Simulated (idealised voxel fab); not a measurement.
This is a process module. Its name is voxel ribs on slabs.
Cross-section cut: width 270 nm, square cells of 5 nm.
This document writes a cross-section as a grid whose cells are square, and gives it as bands, listed from the top down; one or more rows of cells form a band. The band entry comprises the height of the band's top followed by the height of its bottom, expressed in nm, and subsequently the band's materials from left to right, each stated together with its width in nm. Where a single material is marked with the word "throughout", that material fills the band from edge to edge. The word "empty" represents empty space. Heights are measured from 0, the level below which the as-received wafer is all one material; the lowest band has no bottom and continues downward, written as in "0 nm and below". Top row gets the first number, bottom row gets the second, and each row in between changes by the same step: that is how a band width like "30 to 40" works. "no alteration", as given for a step, is the statement that not any cell of the cross-section underwent a change during that step. "Sealed void inventory": sealed empty spaces, 8 cells or more, no open way to top, listed width x height at distance, with distance from the left edge and width, height and distance in nm. Anything after a step's settings on that line? It's the simulator's own note about the step. "overlay nm" answers the question of how far to the right of plan the mask lay on a step that has a mask, and when it is negative the answer is to the left.
STEPS PLANNED FOR THE PROCESS
1. op RECEIVE | material Si
2. op DIRECTIONAL_DEP | material SiO2 | thk nm 25
3. op DIRECTIONAL_DEP | material polySi | thk nm 25
4. op DIRECTIONAL_DEP | material aC | thk nm 15
5. op PATTERN | tone cover | mask id RIB | material resist | width nm 20 | thk nm 30 | overlay nm 0
6. op DIRECTIONAL_ETCH | etch materials aC | depth nm 15
7. op STRIP | etch materials resist
8. op DIRECTIONAL_ETCH | etch materials polySi | depth nm 15
9. op STRIP | etch materials aC
10. op MASKED_ETCH | tone cover | mask id SLAB | width nm 70 | etch materials polySi | depth nm 10 | overlay nm 0
11. op FILL_DEP | material SiO2 | thk nm 30
12. op CMP | height nm 70
13. op DIRECTIONAL_DEP | material TiN | thk nm 10
14. op MASKED_ETCH | tone cover | mask id HEATER | width nm 30 | etch materials TiN | depth nm 10 | overlay nm 0
15. op CONFORMAL_DEP | material SiO2 | thk nm 10
FIRST OF TWO WAFERS - AS PLANNED
STEP 1 COMPLETE: CROSS-SECTION OF THE WAFER AS RECEIVED
  0 nm and below  Si throughout
  Sealed void inventory: none
AFTER STEP 2, IN CROSS-SECTION
  25 nm to 0 nm  SiO2 throughout
  below 0: unchanged
AFTER STEP 3, IN CROSS-SECTION
  50 nm to 25 nm  polySi throughout
  below 25: unchanged
AFTER STEP 4, IN CROSS-SECTION
  65 nm to 50 nm  aC throughout
  below 50: unchanged
AFTER STEP 5, IN CROSS-SECTION
  95 nm to 65 nm  empty 125 nm | resist 20 nm | empty 125 nm
  below 65: unchanged
AFTER STEP 6, IN CROSS-SECTION
  80 nm to 65 nm  empty 125 nm | resist 20 nm | empty 125 nm
  65 nm to 50 nm  empty 125 nm | aC 20 nm | empty 125 nm
  below 50: unchanged
AFTER STEP 7, IN CROSS-SECTION
  65 nm to 50 nm  empty 125 nm | aC 20 nm | empty 125 nm
  below 50: unchanged
AFTER STEP 8, IN CROSS-SECTION
  65 nm to 50 nm  empty 125 nm | aC 20 nm | empty 125 nm
  50 nm to 35 nm  empty 125 nm | polySi 20 nm | empty 125 nm
  below 35: unchanged
AFTER STEP 9, IN CROSS-SECTION
  50 nm to 35 nm  empty 125 nm | polySi 20 nm | empty 125 nm
  below 35: unchanged
AFTER STEP 10, IN CROSS-SECTION
  50 nm to 35 nm  empty 125 nm | polySi 20 nm | empty 125 nm
  35 nm to 25 nm  empty 100 nm | polySi 70 nm | empty 100 nm
  below 25: unchanged
AFTER STEP 11, IN CROSS-SECTION
  80 nm to 50 nm  SiO2 throughout
  50 nm to 35 nm  SiO2 125 nm | polySi 20 nm | SiO2 125 nm
  35 nm to 25 nm  SiO2 100 nm | polySi 70 nm | SiO2 100 nm
  below 25: unchanged
AFTER STEP 12, IN CROSS-SECTION
  70 nm to 50 nm  SiO2 throughout
  below 50: unchanged
AFTER STEP 13, IN CROSS-SECTION
  80 nm to 70 nm  TiN throughout
  below 70: unchanged
AFTER STEP 14, IN CROSS-SECTION
  80 nm to 70 nm  empty 120 nm | TiN 30 nm | empty 120 nm
  below 70: unchanged
AFTER STEP 15, IN CROSS-SECTION
  90 nm to 80 nm  empty 110 nm | SiO2 50 nm | empty 110 nm
  80 nm to 70 nm  SiO2 120 nm | TiN 30 nm | SiO2 120 nm
  below 70: unchanged
WAFER TWO: LIKE WAFER ONE IN START AND PLAN, BUT WITH ONE MISTAKE IN EXECUTION; IDENTICAL UP TO AND INCLUDING STEP 14
SECOND WAFER CROSS-SECTION, TAKEN AS OF THE TIME THE PLAN SETS FOR STEP 15 TO BE DONE
  90 nm to 80 nm  empty 110 nm | polySi 50 nm | empty 110 nm
  80 nm to 70 nm  polySi 120 nm | TiN 30 nm | polySi 120 nm
  below 70: unchanged
what went wrong: step 15 went in with a setting other than planned; the actual run was op CONFORMAL_DEP | material polySi | thk nm 10
At the finish, the second wafer shows more or fewer cells for some materials than the first does: -116 SiO2 | +116 polySi
